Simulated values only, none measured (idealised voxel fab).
Process module under the name voxel tone inversion
Cross-section cut: width 160 nm, square cells of 5 nm.
Cross-section format: a grid of square cells, given as bands from top to bottom; each band is one or more rows of cells. Basically the band line says how high the top is and how high the bottom is, in nm, and then what's in it from left to right, every material with its width in nm. Empty space shows up as "blank", and if a single material carries "edge to edge" it runs the full band edge to edge. Beneath 0, the wafer as received is one material, and that level is where height counting begins. The lowest band goes on downward without a bottom; it is written like "0 -> down". A width given as "30..40" starts at the first number in the band's top row and ends at the second number in its bottom row, shifting by an equal amount at every step from row to row. The cross-section has no changed cell in any step marked "no alteration". Closed empty spaces (no open way to the top) of 8 cells or more are what "Enclosed cavity list" lists, each as width x height at distance from the left edge, nm for all three. Read whatever lies past the settings on a step's line as the simulator's own remark about the step. A step's line can hold "overlay nm"; with a mask on that step, the setting says how far right of the planned place the mask lay, while a negative setting says it lay to the left.

These are the steps we planned for the process
1) RECEIVE, material Si
2) CONFORMAL_DEP, material SiCN, thk nm 5
3) DIRECTIONAL_DEP, material aC, thk nm 25
4) PATTERN, tone cover, mask id POSTS, material resist, width nm 25, pitch nm 40, thk nm 30, overlay nm 0
5) DIRECTIONAL_ETCH, etch materials aC, depth nm 25
6) STRIP, etch materials resist
7) FILL_DEP, material SiO2, thk nm 5
8) CMP, height nm 30
9) STRIP, etch materials aC

As received (post step 1): cross-section
  0 -> down | Si edge to edge
  Enclosed cavity list: none

This is how the wafer looks in cross-section once the module is done, given the starting state and plan above and one mistake in carrying the plan out
  30 -> 25 | SiCN edge to edge
  25 -> 0 | aC edge to edge
  0 -> down | Si edge to edge
  Enclosed cavity list: none
Processing error: plan vs actual: 2 and 3 interchanged
